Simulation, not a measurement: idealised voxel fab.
process module | voxel tone inversion
cross-section cut | 200 nm wide | cells 5 nm
A cross-section is a grid of square cells, given in bands from the top down. A band is one or more rows of cells.
Each band's line starts with the height of the band's top and of its bottom, in nm. Then come its materials from left to right, each with its width in nm. One material with "throughout" fills the band from edge to edge. "air" is empty space.
Height 0 is the level under which the wafer as received is all one material. The lowest band goes on downwards, as in "0 down".
A width such as "30 to 40" changes by the same amount from each row of cells to the next, from the band's top row to its bottom row.
"no change" after a step means that no cell of the cross-section changed.
closed voids: empty space of 8 cells or more with no open way to the top, each as width x height at its distance from the left edge, in nm
after a step's settings: what the simulator itself notes on the step
overlay nm, on a step with a mask: how far to the right of its planned place the mask lay; to the left if negative
plan
1 op RECEIVE | material Si
2 op CONFORMAL_DEP | material SiN | thk nm 5
3 op DIRECTIONAL_DEP | material aC | thk nm 20
4 op PATTERN | tone cover | mask id POSTS | material resist | width nm 25 | pitch nm 40 | thk nm 30 | overlay nm 0
5 op DIRECTIONAL_ETCH | etch materials aC | depth nm 20
6 op STRIP | etch materials resist
7 op FILL_DEP | material lowk | thk nm 10
8 op CMP | height nm 25
9 op STRIP | etch materials aC
10 op CONFORMAL_DEP | material TiN | thk nm 5
11 op FILL_DEP | material Cu | thk nm 10
12 op CMP | height nm 25
13 op CONFORMAL_DEP | material SiN | thk nm 5
as received, after step 1
  0 down: Si throughout
  closed voids: none
a wafer at the end: this start, this plan, one mistake
  30 to 25: SiN throughout
  25 to 10: lowk 50 | TiN 5 | Cu 10 | TiN 5 | lowk 20 | TiN 5 | Cu 10 | TiN 5 | lowk 20 | TiN 5 | Cu 10 | TiN 5 | lowk 50
  10 to 5: lowk 50 | TiN 20 | lowk 20 | TiN 20 | lowk 20 | TiN 20 | lowk 50
  5 to 0: SiN throughout
  0 down: Si throughout
  closed voids: none
what went wrong: step 4 ran as: op PATTERN | tone cover | mask id POSTS | material resist | width nm 20 | pitch nm 40 | thk nm 30 | overlay nm 0
